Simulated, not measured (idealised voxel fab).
Process module name: voxel capacitor over wiring
The cross-section on display is named cut; it measures 205 nm wide, and its cells are 5 nm squares.
If you're reading a cross-section in this doc, picture square cells in a grid; it comes to you as bands, top ones listed first down to the bottom, and a band can be one or more rows of cells. Look at the band entry: it leads with the top's height and the bottom's height in nm. Then it lists the materials left to right, with a width in nm for each. The word "full width" on a single material says that material fills the band edge to edge. The word "empty" is empty space. Ref level 0: as-received wafer is one material below here. Bottom band extends down with no lower bound ("from 0 down"). The width entry "30..40" should be interpreted row by row: the top row of cells in the band takes the first number, the bottom row takes the second number, and the change between adjacent rows is uniform throughout. Any step labelled "remained unchanged" changed none of the cells in the cross-section. Voids not open to the top, 8 cells minimum: see "Fully sealed voids". Written width x height at distance; distance is from the left edge; nm. On each step's line, the part that comes after the settings is the simulator's own comment on the step. overlay nm: where the mask lay relative to plan, measured to the right, on steps with a mask; negatives go left.
This section lists the process steps that were planned:
1 RECEIVE,material Si
2 CONFORMAL_DEP,material SiO2,thk nm 10
3 CONFORMAL_DEP,material SiCN,thk nm 5
4 DIRECTIONAL_DEP,material lowk,thk nm 25
5 MASKED_ETCH,tone open,mask id METAL_1,width nm 25,pitch nm 90,etch materials lowk,depth nm 25,overlay nm 0
6 MASKED_ETCH,tone open,mask id METAL_1,width nm 25,pitch nm 90,etch materials SiCN,depth nm 5,overlay nm 0
7 CONFORMAL_DEP,material TiN,thk nm 5
8 FILL_DEP,material Cu,thk nm 5
9 CMP,height nm 40
10 CONFORMAL_DEP,material SiCN,thk nm 5
11 DIRECTIONAL_DEP,material lowk,thk nm 10
12 MASKED_ETCH,tone open,mask id PLUG_1,width nm 15,etch materials lowk,depth nm 10,overlay nm 0
13 MASKED_ETCH,tone open,mask id PLUG_1,width nm 15,etch materials SiCN,depth nm 5,overlay nm 0
14 CONFORMAL_DEP,material TiN,thk nm 5
15 FILL_DEP,material Ru,thk nm 5
16 CMP,height nm 55
17 DIRECTIONAL_DEP,material TiN,thk nm 10
18 DIRECTIONAL_DEP,material SiN,thk nm 5
19 DIRECTIONAL_DEP,material TiN,thk nm 10
20 PATTERN,tone cover,mask id UPPER_PLATE,material resist,width nm 70,thk nm 15,overlay nm 0
21 DIRECTIONAL_ETCH,etch materials TiN,depth nm 10
22 DIRECTIONAL_ETCH,etch materials SiN,depth nm 5
23 STRIP,etch materials resist
24 PATTERN,tone cover,mask id LOWER_PLATE,material resist,width nm 80,thk nm 20,overlay nm 0
25 DIRECTIONAL_ETCH,etch materials TiN,depth nm 10
26 STRIP,etch materials resist
27 FILL_DEP,material SiO2,thk nm 20
28 CMP,height nm 95
29 PATTERN,tone open,mask id PLUG_2,material resist,width nm 15,thk nm 20,overlay nm 0
30 DIRECTIONAL_ETCH,etch materials SiO2,depth nm 15
31 STRIP,etch materials resist
32 CONFORMAL_DEP,material TiN,thk nm 5
33 FILL_DEP,material Ru,thk nm 10
34 CMP,height nm 95
35 CONFORMAL_DEP,material SiN,thk nm 5
So this is the incoming wafer in cross-section - it's already been through step 1:
> from 0 down  Si full width
> Fully sealed voids: none
The cross-section shown corresponds to the wafer at the conclusion of the module. The initial structure and the process plan are those presented above; however, one mistake occurred in executing the plan:
> from 100 to 95  SiN full width
> from 95 to 85  SiO2 65 / TiN 5 / Ru 5 / TiN 5 / SiO2 125
> from 85 to 80  SiO2 65 / TiN 15 / SiO2 125
> from 80 to 75  SiO2 55 / SiN 70 / SiO2 80
> from 75 to 65  SiO2 50 / TiN 80 / SiO2 75
> from 65 to 55  TiN full width
> from 55 to 45  lowk 55 / TiN 5 / Ru 5 / TiN 5 / lowk 135
> from 45 to 40  SiCN 55 / TiN 15 / SiCN 135
> from 40 to 15  lowk 45 / TiN 5 / Cu 15 / TiN 5 / lowk 65 / TiN 5 / Cu 15 / TiN 5 / lowk 45
> from 15 to 10  SiCN 45 / TiN 25 / SiCN 65 / TiN 25 / SiCN 45
> from 10 to 0  SiO2 full width
> from 0 down  Si full width
> Fully sealed voids: none
What was the processing mistake? the run placed steps 18 and 19 each in the position the plan gave to the other
